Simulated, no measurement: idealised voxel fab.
Module name: voxel gate over fins (process module)
We display cut, a cross-section 220 nm in width whose square cells are each 5 nm.
Cross-section spec: square-cell grid; bands listed top down; each band is one or more rows. Look at the band entry: it leads with the top's height and the bottom's height in nm. Then it lists the materials left to right, with a width in nm for each. The word "all across" on a single material says that material fills the band edge to edge. The word "empty" is empty space. Ref level 0: as-received wafer is one material below here. Bottom band extends down with no lower bound ("0 and below"). So if you see something like "30..40" for the width, read it as the top row of the band sitting at the first number and the bottom row at the second, with every row in between moving by the same amount as the last. Where a step carries "no modifications", the cross-section came out of it unchanged, cell for cell. "Enclosed internal voids": empty spaces of 8 cells or more with no open way to the top, each given as width x height at distance, distance from the left edge, all in nm. The remark found on a step's line after its settings is issued by the simulator itself and pertains to that step. overlay nm: right-of-plan distance of the mask on a masked step; negative values mean left-of-plan.

# Planned process steps
1: RECEIVE [material Si]
2: CONFORMAL_DEP [material SiN] [thk nm 10]
3: PATTERN [tone cover] [mask id FINS] [material resist] [width nm 15] [pitch nm 50] [thk nm 20] [overlay nm 0]
4: DIRECTIONAL_ETCH [etch materials SiN] [depth nm 10]
5: DIRECTIONAL_ETCH [etch materials Si] [depth nm 40]
6: STRIP [etch materials resist]
7: OXIDIZE [depth nm 5]
8: FILL_DEP [material SiO2] [thk nm 5]
9: CMP [height nm 10]
10: DIRECTIONAL_DEP [material aC] [thk nm 10]
11: PATTERN [tone open] [mask id RAIL] [material resist] [width nm 15] [thk nm 25] [overlay nm 0]
12: DIRECTIONAL_ETCH [etch materials aC] [depth nm 10]
13: STRIP [etch materials resist]
14: DIRECTIONAL_ETCH [etch materials SiO2] [depth nm 45]
15: STRIP [etch materials aC]
16: CONFORMAL_DEP [material TiN] [thk nm 5]
17: FILL_DEP [material W] [thk nm 10]
18: CMP [height nm 10]
19: SELECTIVE_ETCH [etch materials W Ru TiN] [depth nm 30]
20: FILL_DEP [material SiO2] [thk nm 5]
21: CMP [height nm 10]
22: SELECTIVE_ETCH [etch materials SiO2] [depth nm 20]
23: STRIP [etch materials SiN]
24: CONFORMAL_DEP [material HfO2] [thk nm 5]
25: CONFORMAL_DEP [material TiN] [thk nm 5]
26: FILL_DEP [material W] [thk nm 15]
27: CMP [height nm 20]
28: CONFORMAL_DEP [material SiCN] [thk nm 5]

# Cross-section, incoming material, after step 1
    0 and below = Si all across
    Enclosed internal voids: none

# Starting structure and process plan are as shown above, but one mistake was made in running the module; the wafer cross-section at the end of the module follows
    25 down to 20 = SiCN all across
    20 down to 10 = W all across
    10 down to 5 = W 20 nm, TiN 25 nm, W 25 nm, TiN 25 nm, W 25 nm, TiN 25 nm, W 25 nm, TiN 25 nm, W 25 nm
    5 down to 0 = W 20 nm, TiN 5 nm, HfO2 15 nm, TiN 5 nm, W 25 nm, TiN 5 nm, HfO2 15 nm, TiN 5 nm, W 25 nm, TiN 5 nm, HfO2 15 nm, TiN 5 nm, W 25 nm, TiN 5 nm, HfO2 15 nm, TiN 5 nm, W 25 nm
    0 down to -5 = TiN 25 nm, HfO2 5 nm, Si 5 nm, HfO2 5 nm, TiN 35 nm, HfO2 5 nm, Si 5 nm, HfO2 5 nm, TiN 35 nm, HfO2 5 nm, Si 5 nm, HfO2 5 nm, TiN 35 nm, HfO2 5 nm, Si 5 nm, HfO2 5 nm, TiN 30 nm
    -5 down to -10 = HfO2 30 nm, Si 5 nm, HfO2 45 nm, Si 5 nm, HfO2 45 nm, Si 5 nm, HfO2 45 nm, Si 5 nm, HfO2 35 nm
    -10 down to -20 = SiO2 30 nm, Si 5 nm, SiO2 45 nm, Si 5 nm, SiO2 45 nm, Si 5 nm, SiO2 45 nm, Si 5 nm, SiO2 35 nm
    -20 down to -30 = W 20 nm, TiN 5 nm, SiO2 5 nm, Si 5 nm, SiO2 5 nm, TiN 10 nm, SiO2 15 nm, TiN 10 nm, SiO2 5 nm, Si 5 nm, SiO2 5 nm, TiN 5 nm, W 25 nm, TiN 5 nm, SiO2 5 nm, Si 5 nm, SiO2 5 nm, TiN 5 nm, W 25 nm, TiN 5 nm, SiO2 5 nm, Si 5 nm, SiO2 5 nm, TiN 5 nm, W 25 nm
    -30 down to -35 = TiN 25 nm, SiO2 5 nm, Si 5 nm, SiO2 5 nm, TiN 10 nm, SiO2 15 nm, TiN 10 nm, SiO2 5 nm, Si 5 nm, SiO2 5 nm, TiN 35 nm, SiO2 5 nm, Si 5 nm, SiO2 5 nm, TiN 35 nm, SiO2 5 nm, Si 5 nm, SiO2 5 nm, TiN 30 nm
    -35 down to -45 = SiO2 30 nm, Si 5 nm, SiO2 45 nm, Si 5 nm, SiO2 45 nm, Si 5 nm, SiO2 45 nm, Si 5 nm, SiO2 35 nm
    -45 and below = Si all across
    Enclosed internal voids: none
So what did we get wrong on this run? step 11: run off-plan, actual operation and settings PATTERN [tone cover] [mask id RAIL] [material resist] [width nm 15] [thk nm 25] [overlay nm 0]
